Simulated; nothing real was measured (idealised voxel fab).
The process module presented herein is designated voxel spacer lines.
Cross-section cut: width 250 nm, square cells of 5 nm.
The cross-sections in this document take the form of a grid made of square cells. They are written out as bands, in order from top to bottom. Each band consists of one or more rows of cells. For a band, the entry starts with two heights in nm, that of the top and then that of the bottom, and carries on with the band's materials in order from left to right, each alongside its width in nm; the word "edge to edge" beside a single material means it fills the band edge to edge, and "air" means empty space. The level at which height equals 0 is the one under which the wafer, as it arrives, is entirely one material. No lower edge exists for the bottom band, which continues downward and is notated as in "0 nm and below". Width: "30->40" (first number = top row, second number = bottom row, same change from row to row of cells). Step note "no change" = no cross-section cell changed. The entry titled "Enclosed void listing" provides the empty spaces that have no open way to the top, restricted to those of 8 cells or more. Each is presented as width x height at distance, the distance being measured from the left edge, with all three in nm. Step line, after settings: the simulator's comment on this step. The "overlay nm" setting may appear on a step's line; for a step that uses a mask, it gives how far to the right of its planned position the mask lay, and a negative value indicates the left.
The planned process steps are enumerated hereunder
1: RECEIVE [material Si]
2: CONFORMAL_DEP [material Al2O3] [thk nm 5]
3: DIRECTIONAL_DEP [material W] [thk nm 10]
4: DIRECTIONAL_DEP [material polySi] [thk nm 20]
5: PATTERN [tone cover] [mask id MANDREL] [material resist] [width nm 20] [pitch nm 60] [thk nm 25] [overlay nm 0]
6: DIRECTIONAL_ETCH [etch materials polySi] [depth nm 20]
7: STRIP [etch materials resist]
8: CONFORMAL_DEP [material SiO2] [thk nm 10]
9: DIRECTIONAL_ETCH [etch materials SiO2] [depth nm 10]
10: STRIP [etch materials polySi]
11: DIRECTIONAL_ETCH [etch materials W] [depth nm 10]
12: STRIP [etch materials SiO2]
Wafer as received: cross-section following step 1
0 nm and below  Si edge to edge
Enclosed void listing: none
Cross-section, first of two wafers, end of module, run as planned
15 nm to 5 nm  air 75 nm | W 10 nm | air 20 nm | W 10 nm | air 20 nm | W 10 nm | air 20 nm | W 10 nm | air 75 nm
5 nm to 0 nm  Al2O3 edge to edge
0 nm and below  Si edge to edge
Enclosed void listing: none
So this is wafer number two of the two, cut at the end of the module - it started where the first did and had the same plan, we just got one thing wrong running it
15 nm to 5 nm  air 75 nm | W 40 nm | air 20 nm | W 40 nm | air 75 nm
5 nm to 0 nm  Al2O3 edge to edge
0 nm and below  Si edge to edge
Enclosed void listing: none
Where did the run depart from the plan? steps 10 and 11: order swapped relative to plan
Final tally in cells, some materials are higher or lower on the second wafer than on the first: +16 W
